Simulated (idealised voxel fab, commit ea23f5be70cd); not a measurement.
Proc. module: voxel capacitor over wiring
The width of the displayed cross-section, cut, is 300 nm; its cells are square, with a size of 5 nm.
Cross-sections here: square-cell grids, written as top-down lists of bands, a band being one or more rows of cells.
The band entry comprises the height of the band's top followed by the height of its bottom, expressed in nm, and subsequently the band's materials from left to right, each stated together with its width in nm. Where a single material is marked with the word "all across", that material fills the band from edge to edge. The word "empty" represents empty space.
The reference from which all heights are counted is 0, the level beneath which the as-received wafer is entirely one material; the lowest band, having no lower bound, proceeds downward and is written after the example "0..down".
The notation "30..40" denotes a width that varies across the rows of cells in the band, beginning at the first number in the top row, finishing at the second number in the bottom row, and changing by an identical amount from each row to the next.
"remained unchanged", as given for a step, is the statement that not any cell of the cross-section underwent a change during that step.
The list in "Closed internal voids" covers empty spaces of 8 cells or more that cannot reach the top through any open way, and it gives each as width x height at distance; the distance is from the left edge, and width, height and distance are in nm.
Text after the settings on a step's line: the simulator's own remark on that step.
overlay nm: step with mask; distance mask lay right of planned place; negative value = left of planned place.
[This section lists the process steps that were planned]
1 RECEIVE (material Si)
2 CONFORMAL_DEP (material SiO2; thk nm 15)
3 CONFORMAL_DEP (material SiN; thk nm 5)
4 DIRECTIONAL_DEP (material lowk; thk nm 20)
5 DIRECTIONAL_DEP (material aC; thk nm 15)
6 PATTERN (tone open; mask id METAL_1; material resist; width nm 20; pitch nm 85; thk nm 30; overlay nm 0)
7 DIRECTIONAL_ETCH (etch materials aC; depth nm 15)
8 STRIP (etch materials resist)
9 DIRECTIONAL_ETCH (etch materials lowk; depth nm 20)
10 DIRECTIONAL_ETCH (etch materials SiN; depth nm 5)
11 STRIP (etch materials aC)
12 CONFORMAL_DEP (material TiN; thk nm 5)
13 FILL_DEP (material Cu; thk nm 10)
14 CMP (height nm 40)
15 CONFORMAL_DEP (material SiCN; thk nm 5)
16 DIRECTIONAL_DEP (material lowk; thk nm 20)
17 PATTERN (tone open; mask id PLUG_1; material resist; width nm 15; thk nm 20; overlay nm 0)
18 DIRECTIONAL_ETCH (etch materials lowk; depth nm 20)
19 DIRECTIONAL_ETCH (etch materials SiCN; depth nm 5)
20 STRIP (etch materials resist)
21 EPI (material Ru; thk nm 10)
22 EPI (material Ru; thk nm 10)
23 EPI (material Ru; thk nm 5)
24 DIRECTIONAL_DEP (material TiN; thk nm 5)
25 DIRECTIONAL_DEP (material SiN; thk nm 5)
26 DIRECTIONAL_DEP (material TiN; thk nm 10)
27 PATTERN (tone cover; mask id UPPER_PLATE; material resist; width nm 70; thk nm 15; overlay nm 0)
28 DIRECTIONAL_ETCH (etch materials TiN; depth nm 10)
29 DIRECTIONAL_ETCH (etch materials SiN; depth nm 5)
30 STRIP (etch materials resist)
31 MASKED_ETCH (tone cover; mask id LOWER_PLATE; width nm 80; etch materials TiN; depth nm 5; overlay nm 0)
32 FILL_DEP (material SiO2; thk nm 20)
33 CMP (height nm 100)
34 MASKED_ETCH (tone open; mask id PLUG_2; width nm 15; etch materials SiO2; depth nm 15; overlay nm 0)
35 CONFORMAL_DEP (material TiN; thk nm 5)
36 FILL_DEP (material Cu; thk nm 10)
37 CMP (height nm 100)
38 CONFORMAL_DEP (material SiCN; thk nm 5)
[first wafer, as planned]
[Cross-section of the wafer as it came to us, i.e., already through step 1]
- 0..down  Si all across
- Closed internal voids: none
[The following cross-section depicts the wafer upon completion of step 2]
- 15..0  SiO2 all across
- Below 0, no change.
[The following cross-section depicts the wafer upon completion of step 3]
- 20..15  SiN all across
- Below 15, no change.
[The following cross-section depicts the wafer upon completion of step 4]
- 40..20  lowk all across
- Below 20, no change.
[The following cross-section depicts the wafer upon completion of step 5]
- 55..40  aC all across
- Below 40, no change.
[The following cross-section depicts the wafer upon completion of step 6]
- 85..55  95 resist; 20 empty; 65 resist; 20 empty; 100 resist
- Below 55, no change.
[The following cross-section depicts the wafer upon completion of step 7]
- 70..55  95 resist; 20 empty; 65 resist; 20 empty; 100 resist
- 55..40  95 aC; 20 empty; 65 aC; 20 empty; 100 aC
- Below 40, no change.
[The following cross-section depicts the wafer upon completion of step 8]
- 55..40  95 aC; 20 empty; 65 aC; 20 empty; 100 aC
- Below 40, no change.
[The following cross-section depicts the wafer upon completion of step 9]
- 55..40  95 aC; 20 empty; 65 aC; 20 empty; 100 aC
- 40..20  95 lowk; 20 empty; 65 lowk; 20 empty; 100 lowk
- Below 20, no change.
[The following cross-section depicts the wafer upon completion of step 10]
- 55..40  95 aC; 20 empty; 65 aC; 20 empty; 100 aC
- 40..20  95 lowk; 20 empty; 65 lowk; 20 empty; 100 lowk
- 20..15  95 SiN; 20 empty; 65 SiN; 20 empty; 100 SiN
- Below 15, no change.
[The following cross-section depicts the wafer upon completion of step 11]
- 40..20  95 lowk; 20 empty; 65 lowk; 20 empty; 100 lowk
- Below 20, no change.
[The following cross-section depicts the wafer upon completion of step 12]
- 45..40  100 TiN; 10 empty; 75 TiN; 10 empty; 105 TiN
- 40..20  95 lowk; 5 TiN; 10 empty; 5 TiN; 65 lowk; 5 TiN; 10 empty; 5 TiN; 100 lowk
- 20..15  95 SiN; 20 TiN; 65 SiN; 20 TiN; 100 SiN
- Below 15, no change.
[The following cross-section depicts the wafer upon completion of step 13]
- 55..45  Cu all across
- 45..40  100 TiN; 10 Cu; 75 TiN; 10 Cu; 105 TiN
- 40..20  95 lowk; 5 TiN; 10 Cu; 5 TiN; 65 lowk; 5 TiN; 10 Cu; 5 TiN; 100 lowk
- Below 20, no change.
[The following cross-section depicts the wafer upon completion of step 14]
- 40..20  95 lowk; 5 TiN; 10 Cu; 5 TiN; 65 lowk; 5 TiN; 10 Cu; 5 TiN; 100 lowk
- Below 20, no change.
[The following cross-section depicts the wafer upon completion of step 15]
- 45..40  SiCN all across
- Below 40, no change.
[The following cross-section depicts the wafer upon completion of step 16]
- 65..45  lowk all across
- Below 45, no change.
[The following cross-section depicts the wafer upon completion of step 17]
- 85..65  100 resist; 15 empty; 185 resist
- Below 65, no change.
[The following cross-section depicts the wafer upon completion of step 18]
- 85..65  100 resist; 15 empty; 185 resist
- 65..45  100 lowk; 15 empty; 185 lowk
- Below 45, no change.
[The following cross-section depicts the wafer upon completion of step 19]
- 85..65  100 resist; 15 empty; 185 resist
- 65..45  100 lowk; 15 empty; 185 lowk
- 45..40  100 SiCN; 15 empty; 185 SiCN
- Below 40, no change.
[The following cross-section depicts the wafer upon completion of step 20]
- 65..45  100 lowk; 15 empty; 185 lowk
- Below 45, no change.
[The following cross-section depicts the wafer upon completion of step 21]
- 65..50  100 lowk; 15 empty; 185 lowk
- 50..45  100 lowk; 15 Ru; 185 lowk
- 45..40  100 SiCN; 15 Ru; 185 SiCN
- Below 40, no change.
[The following cross-section depicts the wafer upon completion of step 22]
- 65..60  100 lowk; 15 empty; 185 lowk
- 60..45  100 lowk; 15 Ru; 185 lowk
- Below 45, no change.
[The following cross-section depicts the wafer upon completion of step 23]
- 65..45  100 lowk; 15 Ru; 185 lowk
- Below 45, no change.
[The following cross-section depicts the wafer upon completion of step 24]
- 70..65  TiN all across
- Below 65, no change.
[The following cross-section depicts the wafer upon completion of step 25]
- 75..70  SiN all across
- Below 70, no change.
[The following cross-section depicts the wafer upon completion of step 26]
- 85..75  TiN all across
- Below 75, no change.
[The following cross-section depicts the wafer upon completion of step 27]
- 100..85  100 empty; 70 resist; 130 empty
- Below 85, no change.
[The following cross-section depicts the wafer upon completion of step 28]
- 100..85  100 empty; 70 resist; 130 empty
- 85..75  100 empty; 70 TiN; 130 empty
- Below 75, no change.
[The following cross-section depicts the wafer upon completion of step 29]
- 100..85  100 empty; 70 resist; 130 empty
- 85..75  100 empty; 70 TiN; 130 empty
- 75..70  100 empty; 70 SiN; 130 empty
- Below 70, no change.
[The following cross-section depicts the wafer upon completion of step 30]
- 85..75  100 empty; 70 TiN; 130 empty
- Below 75, no change.
[The following cross-section depicts the wafer upon completion of step 31]
- 85..75  100 empty; 70 TiN; 130 empty
- 75..70  100 empty; 70 SiN; 130 empty
- 70..65  95 empty; 80 TiN; 125 empty
- Below 65, no change.
[The following cross-section depicts the wafer upon completion of step 32]
- 105..85  SiO2 all across
- 85..75  100 SiO2; 70 TiN; 130 SiO2
- 75..70  100 SiO2; 70 SiN; 130 SiO2
- 70..65  95 SiO2; 80 TiN; 125 SiO2
- Below 65, no change.
[The following cross-section depicts the wafer upon completion of step 33]
- 100..85  SiO2 all across
- Below 85, no change.
[The following cross-section depicts the wafer upon completion of step 34]
- 100..85  110 SiO2; 15 empty; 175 SiO2
- Below 85, no change.
[The following cross-section depicts the wafer upon completion of step 35]
- 105..100  115 TiN; 5 empty; 180 TiN
- 100..90  110 SiO2; 5 TiN; 5 empty; 5 TiN; 175 SiO2
- 90..85  110 SiO2; 15 TiN; 175 SiO2
- Below 85, no change.
[The following cross-section depicts the wafer upon completion of step 36]
- 115..105  Cu all across
- 105..100  115 TiN; 5 Cu; 180 TiN
- 100..90  110 SiO2; 5 TiN; 5 Cu; 5 TiN; 175 SiO2
- Below 90, no change.
[The following cross-section depicts the wafer upon completion of step 37]
- 100..90  110 SiO2; 5 TiN; 5 Cu; 5 TiN; 175 SiO2
- Below 90, no change.
[The following cross-section depicts the wafer upon completion of step 38]
- 105..100  SiCN all across
- Below 100, no change.
[Second wafer, same starting conditions and recipe as the first, one mistake in executing it, nothing differs from the first up to and including step 24]
Cross-section of the second wafer at the time step 25 of the plan should have ended: remained unchanged
[Cross-section of the second wafer at the time step 26 of the plan should have ended]
- 80..65  TiN all across
- Below 65, no change.
[Cross-section of the second wafer at the time step 27 of the plan should have ended]
- 95..80  100 empty; 70 resist; 130 empty
- Below 80, no change.
[Cross-section of the second wafer at the time step 28 of the plan should have ended]
- 95..80  100 empty; 70 resist; 130 empty
- 80..70  100 empty; 70 TiN; 130 empty
- Below 70, no change.
Cross-section of the second wafer at the time step 29 of the plan should have ended: remained unchanged
[Cross-section of the second wafer at the time step 30 of the plan should have ended]
- 80..70  100 empty; 70 TiN; 130 empty
- Below 70, no change.
[Cross-section of the second wafer at the time step 31 of the plan should have ended]
- 80..70  100 empty; 70 TiN; 130 empty
- 70..65  95 empty; 80 TiN; 125 empty
- Below 65, no change.
[Cross-section of the second wafer at the time step 32 of the plan should have ended]
- 100..80  SiO2 all across
- 80..70  100 SiO2; 70 TiN; 130 SiO2
- 70..65  95 SiO2; 80 TiN; 125 SiO2
- Below 65, no change.
Cross-section of the second wafer at the time step 33 of the plan should have ended: remained unchanged
[Cross-section of the second wafer at the time step 34 of the plan should have ended]
- 100..85  110 SiO2; 15 empty; 175 SiO2
- Below 85, no change.
[Cross-section of the second wafer at the time step 35 of the plan should have ended]
- 105..100  115 TiN; 5 empty; 180 TiN
- 100..90  110 SiO2; 5 TiN; 5 empty; 5 TiN; 175 SiO2
- 90..85  110 SiO2; 15 TiN; 175 SiO2
- Below 85, no change.
[Cross-section of the second wafer at the time step 36 of the plan should have ended]
- 115..105  Cu all across
- 105..100  115 TiN; 5 Cu; 180 TiN
- 100..90  110 SiO2; 5 TiN; 5 Cu; 5 TiN; 175 SiO2
- Below 90, no change.
[Cross-section of the second wafer at the time step 37 of the plan should have ended]
- 100..90  110 SiO2; 5 TiN; 5 Cu; 5 TiN; 175 SiO2
- Below 90, no change.
[Cross-section of the second wafer at the time step 38 of the plan should have ended]
- 105..100  SiCN all across
- Below 100, no change.
Which mistake was made when the wafer was run? step 25 of the plan: omitted, not performed
Materials where the second wafer ends with more or fewer cells than the first: SiN: 14 fewer; SiO2: 14 more
